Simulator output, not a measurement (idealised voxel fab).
Process module under the name voxel tone inversion
Cross-section cut spans 280 nm and uses square cells 5 nm in size.
Cross-section = grid of square cells, listed top down in bands; band = one or more rows. Heads up on the band format: heights come first, top then bottom, in nm. After that it's the materials left to right, each with its width in nm. A single material flagged "edge to edge" fills the whole band edge to edge, and "blank" means there's empty space there. The reference from which all heights are counted is 0, the level beneath which the as-received wafer is entirely one material; the lowest band, having no lower bound, proceeds downward and is written after the example "0..down". A width such as "30 to 40" changes by the same amount from each row of cells to the next, from the band's top row to its bottom row. You'll sometimes find "everything unchanged" written for a step, and that's the way of saying that nowhere in the cross-section did a cell change during that step. The label "Closed void inventory" introduces a list of the empty spaces, 8 cells or larger, that have no open way up to the top; each entry in it reads width x height at distance, where the distance is taken from the left edge and all three are stated in nm. Read whatever lies past the settings on a step's line as the simulator's own remark about the step. On any step carrying a mask, the "overlay nm" setting, if present on the step's line, tells how far right of its planned place the mask lay; negative values point to the left.
So here's the lineup of process steps we planned:
step 1: RECEIVE (material Si)
step 2: CONFORMAL_DEP (material SiN; thk nm 10)
step 3: DIRECTIONAL_DEP (material aC; thk nm 20)
step 4: PATTERN (tone cover; mask id POSTS; material resist; width nm 15; pitch nm 40; thk nm 25; overlay nm 0)
step 5: DIRECTIONAL_ETCH (etch materials aC; depth nm 20)
step 6: STRIP (etch materials resist)
step 7: FILL_DEP (material lowk; thk nm 5)
step 8: CMP (height nm 30)
step 9: STRIP (etch materials aC)
step 10: CONFORMAL_DEP (material TiN; thk nm 5)
step 11: FILL_DEP (material Ru; thk nm 5)
step 12: CMP (height nm 30)
step 13: CONFORMAL_DEP (material SiN; thk nm 5)
The wafers in this document start out alike and differ in the width nm applied at step 4; the plan shows the value used for the first wafer.
Incoming state of the first of several wafers in cross-section: after step 1:
> 0..down  Si edge to edge
> Closed void inventory: none
What follows is a table in which each wafer occupies a row; for the wafer as it stands at the close of the module, the row states, material by material, how many cells have been gained (+) or lost (-) since receipt, and then gives its closed voids:
width nm 15 | +9 Ru | +168 SiN | +27 TiN | +188 lowk | Closed void inventory: none
width nm 20 | +18 Ru | +168 SiN | +30 TiN | +176 lowk | Closed void inventory: none
width nm 25 | +27 Ru | +168 SiN | +33 TiN | +164 lowk | Closed void inventory: none
